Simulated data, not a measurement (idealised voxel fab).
This section sets out a process module, namely voxel local oxidation.
Cross-sectional view cut (width: 270 nm; square cell size: 5 nm).
Cross-section format: a grid of square cells, given as bands from top to bottom; each band is one or more rows of cells. Basically the band line says how high the top is and how high the bottom is, in nm, and then what's in it from left to right, every material with its width in nm. Empty space shows up as "air", and if a single material carries "edge to edge" it runs the full band edge to edge. Convention: height 0 is the level below which the wafer, as received, is all one material. The lowest band does not terminate at the bottom but continues downward, represented as "0..down". The two numbers in a width such as "30 to 40" mark its ends across the band: the first belongs to the top row of cells, the second to the bottom row, and from each row to the next the width moves by the same amount. It should be understood that the words "no alterations made", when stated for a given step, signify that the cross-section underwent no change in any of its cells during that step. Look at "Voids, enclosed" for the closed voids: empty spaces with no open path to the top, sized 8 cells or up. Each is width x height at distance, distance from the left edge, all nm. Step line, after settings: the simulator's comment on this step. overlay nm: step with mask; distance mask lay right of planned place; negative value = left of planned place.

# The steps planned for the process are as follows
1: RECEIVE (material Si)
2: OXIDIZE (depth nm 5)
3: CONFORMAL_DEP (material SiN; thk nm 10)
4: PATTERN (tone cover; mask id ACTIVE; material resist; width nm 125; thk nm 20; overlay nm 0)
5: DIRECTIONAL_ETCH (etch materials SiN; depth nm 10)
6: STRIP (etch materials resist)
7: SELECTIVE_ETCH (etch materials SiO2; depth nm 5)
8: OXIDIZE (depth nm 15)
9: STRIP (etch materials SiN)
For this document, wafers share an identical start and vary in the step 7 depth nm; the plan quotes the first wafer's value.

# First of several wafers, received after step 1, in cross-section
> 0..down | Si edge to edge
> Voids, enclosed: none

# End of module, by wafer: material-by-material cell gain (+) or loss (-) since receipt, then closed voids
depth nm 5, -165 Si, +134 SiO2, Voids, enclosed: none
depth nm 10, -171 Si, +138 SiO2, Voids, enclosed: none
depth nm 15, -177 Si, +142 SiO2, Voids, enclosed: none
depth nm 20, -183 Si, +146 SiO2, Voids, enclosed: none
